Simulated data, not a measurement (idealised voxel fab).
process module | voxel gate over fins
cross-section cut | 220 nm wide | cells 5 nm
A cross-section is a grid of square cells, given in bands from the top down. A band is one or more rows of cells.
Each band's line starts with the height of the band's top and of its bottom, in nm. Then come its materials from left to right, each with its width in nm. One material with "throughout" fills the band from edge to edge. "air" is empty space.
Height 0 is the level under which the wafer as received is all one material. The lowest band goes on downwards, as in "0 down".
A width such as "30 to 40" changes by the same amount from each row of cells to the next, from the band's top row to its bottom row.
"no change" after a step means that no cell of the cross-section changed.
closed voids: empty space of 8 cells or more with no open way to the top, each as width x height at its distance from the left edge, in nm
after a step's settings: what the simulator itself notes on the step
overlay nm, on a step with a mask: how far to the right of its planned place the mask lay; to the left if negative
plan
1 op RECEIVE | material Si
2 op CONFORMAL_DEP | material SiN | thk nm 10
3 op PATTERN | tone cover | mask id FINS | material resist | width nm 15 | pitch nm 55 | thk nm 15 | overlay nm 0
4 op DIRECTIONAL_ETCH | etch materials SiN | depth nm 10
5 op DIRECTIONAL_ETCH | etch materials Si | depth nm 30
6 op STRIP | etch materials resist
7 op FILL_DEP | material SiO2 | thk nm 5
8 op CMP | height nm 10
9 op PATTERN | tone open | mask id RAIL | material resist | width nm 15 | thk nm 20 | overlay nm 0
10 op DIRECTIONAL_ETCH | etch materials SiO2 | depth nm 35
11 op STRIP | etch materials resist
12 op CONFORMAL_DEP | material TiN | thk nm 5
13 op FILL_DEP | material W | thk nm 5
14 op CMP | height nm 10
15 op SELECTIVE_ETCH | etch materials W Ru TiN | depth nm 30
16 op FILL_DEP | material SiO2 | thk nm 5
17 op CMP | height nm 10
18 op SELECTIVE_ETCH | etch materials SiO2 | depth nm 20
19 op STRIP | etch materials SiN
20 op CONFORMAL_DEP | material HfO2 | thk nm 5
21 op CONFORMAL_DEP | material TiN | thk nm 5
22 op FILL_DEP | material W | thk nm 15
23 op CMP | height nm 20
24 op CONFORMAL_DEP | material SiCN | thk nm 10
as received, after step 1
  0 down: Si throughout
  closed voids: none
a wafer at the end: this start, this plan, one mistake
  30 to 20: SiCN throughout
  20 to 5: W throughout
  5 to 0: W 40 | TiN 25 | W 30 | TiN 25 | W 30 | TiN 25 | W 45
  0 to -5: W 40 | TiN 5 | Si 15 | TiN 5 | W 30 | TiN 5 | Si 15 | TiN 5 | W 30 | TiN 5 | Si 15 | TiN 5 | W 45
  -5 to -10: TiN 45 | Si 15 | TiN 40 | Si 15 | TiN 40 | Si 15 | TiN 50
  -10 to -20: SiO2 45 | Si 15 | SiO2 40 | Si 15 | SiO2 40 | Si 15 | SiO2 50
  -20 to -25: SiO2 45 | Si 15 | SiO2 10 | TiN 15 | SiO2 15 | Si 15 | SiO2 40 | Si 15 | SiO2 50
  -25 to -30: SiO2 45 | Si 15 | SiO2 40 | Si 15 | SiO2 40 | Si 15 | SiO2 50
  -30 down: Si throughout
  closed voids: none
what went wrong: step 20 was left out
